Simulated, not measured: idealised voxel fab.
Documented hereafter: the process module known as voxel tone inversion.
FYI the section here is cut, 255 nm wide, cells are 5 nm squares.
This document writes a cross-section as a grid whose cells are square, and gives it as bands, listed from the top down; one or more rows of cells form a band. Read a band's entry like this: the first values are the height of its top and the height of its bottom in nm, and what follows is the sequence of materials from left to right, each with its width in nm. Note that "blank" is empty space, and that a single material marked "everywhere" reaches across the band from edge to edge. Heights are reckoned from 0. Under this level, the received wafer is all of one material. The bottommost band is open-ended downward, for example "top 0, no bottom". Graded width ("30..40"): value in top row of band = first number; value in bottom row = second number; row-to-row change constant. Basically "remained unchanged" means that step didn't change any cell in the cross-section. Listed in "Sealed void list": every empty space of 8 or more cells without an open way to the top. Form: width x height at distance, the distance being from the left edge, all in nm. The remark found on a step's line after its settings is issued by the simulator itself and pertains to that step. You can add "overlay nm" to a step's line. For a step with a mask, it describes how far the mask lay to the right of its planned position, and a negative number describes a lay to the left.

-- Listed below are the process steps as planned
- 1: RECEIVE,material Si
- 2: CONFORMAL_DEP,material SiN,thk nm 5
- 3: DIRECTIONAL_DEP,material aC,thk nm 20
- 4: PATTERN,tone cover,mask id POSTS,material resist,width nm 25,pitch nm 55,thk nm 25,overlay nm 0
- 5: DIRECTIONAL_ETCH,etch materials aC,depth nm 20
- 6: STRIP,etch materials resist
- 7: FILL_DEP,material SiO2,thk nm 10
- 8: CMP,height nm 25
- 9: STRIP,etch materials aC
- 10: CONFORMAL_DEP,material TiN,thk nm 5
- 11: FILL_DEP,material Cu,thk nm 10
- 12: CMP,height nm 25
- 13: CONFORMAL_DEP,material SiN,thk nm 5

-- This is the cross-section of the wafer as we received it, i.e. after step 1
* top 0, no bottom | Si everywhere
* Sealed void list: none

-- First of two wafers at the end of the module, shown in cross-section; run carried out as planned
* top 30, bottom 25 | SiN everywhere
* top 25, bottom 10 | 30 SiO2  5 TiN  15 Cu  5 TiN  30 SiO2  5 TiN  15 Cu  5 TiN  30 SiO2  5 TiN  15 Cu  5 TiN  30 SiO2  5 TiN  15 Cu  5 TiN  35 SiO2
* top 10, bottom 5 | 30 SiO2  25 TiN  30 SiO2  25 TiN  30 SiO2  25 TiN  30 SiO2  25 TiN  35 SiO2
* top 5, bottom 0 | SiN everywhere
* top 0, no bottom | Si everywhere
* Sealed void list: none

-- Wafer two cross-section, module end. Start and plan unchanged from wafer one; one mistake made during the run
* top 30, bottom 25 | SiN everywhere
* top 25, bottom 20 | SiO2 everywhere
* top 20, bottom 0 | 30 SiO2  25 aC  30 SiO2  25 aC  30 SiO2  25 aC  30 SiO2  25 aC  35 SiO2
* top 0, no bottom | Si everywhere
* Sealed void list: none
The plan and the run diverged here: the run left out plan step 2 entirely, so it was never executed
Looking at both finished wafers in cells, the second ends up ahead of or behind the first on some materials: Cu: 36 fewer; SiN: 51 fewer; SiO2: 51 more; TiN: 44 fewer; aC: 80 more
